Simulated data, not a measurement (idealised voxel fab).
process module | voxel capacitor over wiring
cross-section cut | 145 nm wide | cells 5 nm
A cross-section is a grid of square cells, given in bands from the top down. A band is one or more rows of cells.
Each band's line starts with the height of the band's top and of its bottom, in nm. Then come its materials from left to right, each with its width in nm. One material with "throughout" fills the band from edge to edge. "air" is empty space.
Height 0 is the level under which the wafer as received is all one material. The lowest band goes on downwards, as in "0 down".
A width such as "30 to 40" changes by the same amount from each row of cells to the next, from the band's top row to its bottom row.
"no change" after a step means that no cell of the cross-section changed.
closed voids: empty space of 8 cells or more with no open way to the top, each as width x height at its distance from the left edge, in nm
after a step's settings: what the simulator itself notes on the step
overlay nm, on a step with a mask: how far to the right of its planned place the mask lay; to the left if negative
plan
1 op RECEIVE | material Si
2 op CONFORMAL_DEP | material SiO2 | thk nm 15
3 op DIRECTIONAL_DEP | material TiN | thk nm 5
4 op DIRECTIONAL_DEP | material Ru | thk nm 15
5 op PATTERN | tone cover | mask id METAL_1 | material resist | width nm 15 | pitch nm 75 | thk nm 20 | overlay nm 0
6 op DIRECTIONAL_ETCH | etch materials Ru | depth nm 15
7 op DIRECTIONAL_ETCH | etch materials TiN | depth nm 5
8 op STRIP | etch materials resist
9 op FILL_DEP | material SiO2 | thk nm 10
10 op CMP | height nm 35
11 op CONFORMAL_DEP | material SiCN | thk nm 5
12 op DIRECTIONAL_DEP | material SiO2 | thk nm 10
13 op DIRECTIONAL_DEP | material aC | thk nm 15
14 op PATTERN | tone open | mask id PLUG_1 | material resist | width nm 15 | thk nm 30 | overlay nm 0
15 op DIRECTIONAL_ETCH | etch materials aC | depth nm 15
16 op STRIP | etch materials resist
17 op DIRECTIONAL_ETCH | etch materials SiO2 | depth nm 10
18 op DIRECTIONAL_ETCH | etch materials SiCN | depth nm 5
19 op STRIP | etch materials aC
20 op CONFORMAL_DEP | material TiN | thk nm 5
21 op FILL_DEP | material W | thk nm 5
22 op CMP | height nm 50
23 op DIRECTIONAL_DEP | material TiN | thk nm 5
24 op DIRECTIONAL_DEP | material Al2O3 | thk nm 5
25 op DIRECTIONAL_DEP | material TiN | thk nm 10
26 op DIRECTIONAL_DEP | material aC | thk nm 10
27 op PATTERN | tone cover | mask id UPPER_PLATE | material resist | width nm 55 | thk nm 25 | overlay nm 0
28 op DIRECTIONAL_ETCH | etch materials aC | depth nm 10
29 op STRIP | etch materials resist
30 op DIRECTIONAL_ETCH | etch materials TiN | depth nm 10
31 op DIRECTIONAL_ETCH | etch materials Al2O3 | depth nm 5
32 op STRIP | etch materials aC
33 op PATTERN | tone cover | mask id LOWER_PLATE | material resist | width nm 65 | thk nm 15 | overlay nm 0
34 op DIRECTIONAL_ETCH | etch materials TiN | depth nm 5
35 op STRIP | etch materials resist
36 op FILL_DEP | material SiO2 | thk nm 20
37 op CMP | height nm 85
38 op PATTERN | tone open | mask id PLUG_2 | material resist | width nm 15 | thk nm 20 | overlay nm 0
39 op DIRECTIONAL_ETCH | etch materials SiO2 | depth nm 15
40 op STRIP | etch materials resist
41 op CONFORMAL_DEP | material TiN | thk nm 5
42 op FILL_DEP | material Ru | thk nm 5
43 op CMP | height nm 85
44 op CONFORMAL_DEP | material SiN | thk nm 5
varied across the wafers: width nm of step 5. The plan shows the first wafer's value. All wafers start alike
first wafer as received, after step 1
  0 down: Si throughout
  closed voids: none
each wafer at the end: cells of each material gained (+) or lost (-) since it was received, then its closed voids
width nm 15 | +11 Al2O3 | +20 Ru | +26 SiCN | +29 SiN | +379 SiO2 | +55 TiN | +2 W | closed voids: none
width nm 20 | +11 Al2O3 | +26 Ru | +26 SiCN | +29 SiN | +371 SiO2 | +57 TiN | +2 W | closed voids: none
width nm 25 | +11 Al2O3 | +32 Ru | +26 SiCN | +29 SiN | +363 SiO2 | +59 TiN | +2 W | closed voids: none
width nm 30 | +11 Al2O3 | +38 Ru | +26 SiCN | +29 SiN | +355 SiO2 | +61 TiN | +2 W | closed voids: none
width nm 35 | +11 Al2O3 | +44 Ru | +26 SiCN | +29 SiN | +347 SiO2 | +63 TiN | +2 W | closed voids: none
width nm 40 | +11 Al2O3 | +50 Ru | +26 SiCN | +29 SiN | +339 SiO2 | +65 TiN | +2 W | closed voids: none
